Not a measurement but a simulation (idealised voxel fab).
Process module heading - voxel self aligned contacts
The figure presents cross-section cut, which has a width of 270 nm and is divided into square cells with an edge length of 5 nm.
We lay out every cross-section as a grid of square cells and spell it out in bands from the top down, where one band means one or more rows of cells.
Band: top height; bottom height; in nm. Then, left to right: material with width in nm, for each material. "throughout": a single material spanning edge to edge. "empty": empty space.
Height reference: 0 = level under which incoming wafer is all one material. Lowest band: no bottom, runs on downward, e.g. "z 0 and below".
A width given as "30->40" starts at the first number in the band's top row and ends at the second number in its bottom row, shifting by an equal amount at every step from row to row.
"stayed the same" means the step left every cell of the cross-section as it was.
This entry, "Encapsulated voids", enumerates those empty regions of no fewer than 8 cells that possess no open connection to the top. Each region is reported in the form width x height at distance, the distance being taken from the left edge, with all three quantities expressed in nm.
Post-settings text on a step line: simulator's own remark regarding the step.
Among the settings permitted on a step's line is "overlay nm"; applied to a step with a mask, it specifies the extent to which the mask lay to the right of its planned position, whereas a negative figure signifies a position to the left.

# Process steps foreseen in the plan
| 1 | RECEIVE,material Si |
| 2 | OXIDIZE,depth nm 5 |
| 3 | DIRECTIONAL_DEP,material polySi,thk nm 20 |
| 4 | DIRECTIONAL_DEP,material SiN,thk nm 25 |
| 5 | PATTERN,tone cover,mask id GATE,material resist,width nm 35,pitch nm 75,thk nm 15,overlay nm 0 |
| 6 | DIRECTIONAL_ETCH,etch materials SiN,depth nm 25 |
| 7 | DIRECTIONAL_ETCH,etch materials polySi,depth nm 20 |
| 8 | STRIP,etch materials resist |
| 9 | CONFORMAL_DEP,material SiN,thk nm 10 |
| 10 | DIRECTIONAL_ETCH,etch materials SiN,depth nm 10 |
| 11 | FILL_DEP,material SiO2,thk nm 20 |
| 12 | CMP,height nm 55 |
| 13 | MASKED_ETCH,tone open,mask id CONTACT,width nm 50,etch materials SiO2,depth nm 60,overlay nm 0 |
| 14 | CONFORMAL_DEP,material TiN,thk nm 5 |
| 15 | FILL_DEP,material Ru,thk nm 5 |
| 16 | CMP,height nm 55 |
| 17 | CONFORMAL_DEP,material SiCN,thk nm 5 |

# Shown in cross-section is the wafer as received, that is, as it stands after step 1
	z 0 and below  Si throughout
	Encapsulated voids: none

# Run as planned - first of the two wafers cross-sectioned at the end of the module
	z 60 to 55  SiCN throughout
	z 55 to 45  SiO2 110; TiN 5->20; Ru 40->10; TiN 5->20; SiO2 110
	z 45 to 20  SiO2 70; SiN 55; TiN 5; Ru 10; TiN 5; SiN 55; SiO2 70
	z 20 to 0  SiO2 70; SiN 10; polySi 35; SiN 10; TiN 5; Ru 10; TiN 5; SiN 10; polySi 35; SiN 10; SiO2 70
	z 0 to -5  SiO2 125; TiN 20; SiO2 125
	z -5 and below  Si throughout
	Encapsulated voids: none

# Same start, same plan as the first wafer - but one mistake in the run. Cross-section of the second of the two at the end of the module
	z 60 to 55  SiCN throughout
	z 55 to 45  SiO2 110; TiN 5->20; Ru 40->10; TiN 5->20; SiO2 110
	z 45 to 20  SiO2 70; SiN 55; TiN 5; Ru 10; TiN 5; SiN 55; SiO2 70
	z 20 to 15  SiO2 70; SiN 10; polySi 35; SiN 10; TiN 5; Ru 10; TiN 5; SiN 10; polySi 35; SiN 10; SiO2 70
	z 15 to 10  SiO2 70; SiN 10; polySi 35; SiN 10; TiN 20; SiN 10; polySi 35; SiN 10; SiO2 70
	z 10 to 0  polySi throughout
	z 0 to -5  SiO2 throughout
	z -5 and below  Si throughout
	Encapsulated voids: none
The mistake made against the process plan was this: step 7 did not use the planned setting and instead ran as DIRECTIONAL_ETCH,etch materials polySi,depth nm 10
Upon completion, the second wafer contains, in terms of cells, a greater or smaller amount of certain materials than the first wafer: Ru -6, SiN -16, SiO2 -52, TiN -6, polySi +80
